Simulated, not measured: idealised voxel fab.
This is a process module. Its name is voxel self aligned vias.
This is section cut - it's 285 nm across, gridded in 5 nm square cells.
A cross-section is written here as square cells arranged in a grid, and it is given in bands from the top down, each band taking up one or more rows of cells. Read a band's entry like this: the first values are the height of its top and the height of its bottom in nm, and what follows is the sequence of materials from left to right, each with its width in nm. Note that "blank" is empty space, and that a single material marked "full width" reaches across the band from edge to edge. For the purposes of this specification, 0 denotes the height below which the wafer in its as-received condition is composed wholly of one material, and the lowermost band, lacking a lower limit, extends downward without end, as expressed in "0 nm and below". Width "30..40": first value at the band's top row of cells, second value at its bottom row, equal change from row to row. For the purposes of this document, the phrase "remained the same" attached to a step denotes that no cell within the cross-section was modified by that step. Empty spaces counting at least 8 cells and having no open way to the top are listed in "Tabulated closed voids". The notation width x height at distance is used for each, the distance being from the left edge and all three values in nm. Heads up: the bit after the settings on a step's line is the simulator's remark on that step. The optional step-line setting "overlay nm" applies to steps with a mask and quantifies how far to the right of its planned location the mask lay, a negative value indicating leftward placement.

Listed below are the process steps as planned
1,RECEIVE, material Si
2,CONFORMAL_DEP, material SiO2, thk nm 10
3,CONFORMAL_DEP, material SiCN, thk nm 5
4,DIRECTIONAL_DEP, material lowk, thk nm 25
5,MASKED_ETCH, tone open, mask id LINES, width nm 20, pitch nm 45, etch materials lowk, depth nm 25, overlay nm 0
6,CONFORMAL_DEP, material TiN, thk nm 5
7,FILL_DEP, material W, thk nm 10
8,CMP, height nm 40
9,SELECTIVE_ETCH, etch materials W Ru TiN, depth nm 5
10,FILL_DEP, material SiN, thk nm 5
11,CMP, height nm 40
12,DIRECTIONAL_DEP, material lowk, thk nm 20
13,DIRECTIONAL_DEP, material aC, thk nm 10
14,PATTERN, tone open, mask id VIAS, material resist, width nm 30, pitch nm 90, thk nm 30, overlay nm 0
15,DIRECTIONAL_ETCH, etch materials aC, depth nm 10
16,STRIP, etch materials resist
17,DIRECTIONAL_ETCH, etch materials lowk, depth nm 20
18,DIRECTIONAL_ETCH, etch materials SiN, depth nm 5
19,STRIP, etch materials aC
20,CONFORMAL_DEP, material TiN, thk nm 5
21,FILL_DEP, material Ru, thk nm 5
22,CMP, height nm 60
23,CONFORMAL_DEP, material SiCN, thk nm 5

As-received state of the wafer in cross-section, equivalent to post-step 1
    0 nm and below = Si full width
    Tabulated closed voids: none

Cross-section, first of two wafers, end of module, run as planned
    65 nm to 60 nm = SiCN full width
    60 nm to 45 nm = lowk 80, then TiN 5, then Ru 20, then TiN 5, then lowk 60, then TiN 5, then Ru 20, then TiN 5, then lowk 85
    45 nm to 40 nm = lowk 80, then TiN 10, then Ru 10, then TiN 10, then lowk 60, then TiN 10, then Ru 10, then TiN 10, then lowk 85
    40 nm to 35 nm = lowk 85, then TiN 20, then lowk 25, then SiN 20, then lowk 25, then TiN 20, then lowk 90
    35 nm to 20 nm = lowk 85, then TiN 5, then W 10, then TiN 5, then lowk 25, then TiN 5, then W 10, then TiN 5, then lowk 25, then TiN 5, then W 10, then TiN 5, then lowk 90
    20 nm to 15 nm = lowk 85, then TiN 20, then lowk 25, then TiN 20, then lowk 25, then TiN 20, then lowk 90
    15 nm to 10 nm = SiCN full width
    10 nm to 0 nm = SiO2 full width
    0 nm and below = Si full width
    Tabulated closed voids: none

Cross-sectional view: second of two wafers, end of module; start and plan identical to the first, one mistake in running
    65 nm to 60 nm = SiCN full width
    60 nm to 45 nm = lowk 80, then TiN 5, then Ru 25, then TiN 5, then lowk 55, then TiN 5, then Ru 25, then TiN 5, then lowk 80
    45 nm to 40 nm = lowk 80, then TiN 10, then Ru 10, then TiN 15, then lowk 55, then TiN 10, then Ru 10, then TiN 15, then lowk 80
    40 nm to 35 nm = lowk 85, then TiN 20, then lowk 25, then SiN 20, then lowk 25, then TiN 20, then lowk 90
    35 nm to 20 nm = lowk 85, then TiN 5, then W 10, then TiN 5, then lowk 25, then TiN 5, then W 10, then TiN 5, then lowk 25, then TiN 5, then W 10, then TiN 5, then lowk 90
    20 nm to 15 nm = lowk 85, then TiN 20, then lowk 25, then TiN 20, then lowk 25, then TiN 20, then lowk 90
    15 nm to 10 nm = SiCN full width
    10 nm to 0 nm = SiO2 full width
    0 nm and below = Si full width
    Tabulated closed voids: none
Run error: step 14 changed vs plan, executed as PATTERN, tone open, mask id VIAS, material resist, width nm 35, pitch nm 90, thk nm 30, overlay nm 0
The closing comparison, in cells, has the second wafer with more or fewer of some materials than the first: 6 more of Ru; 2 more of TiN; 8 fewer of lowk
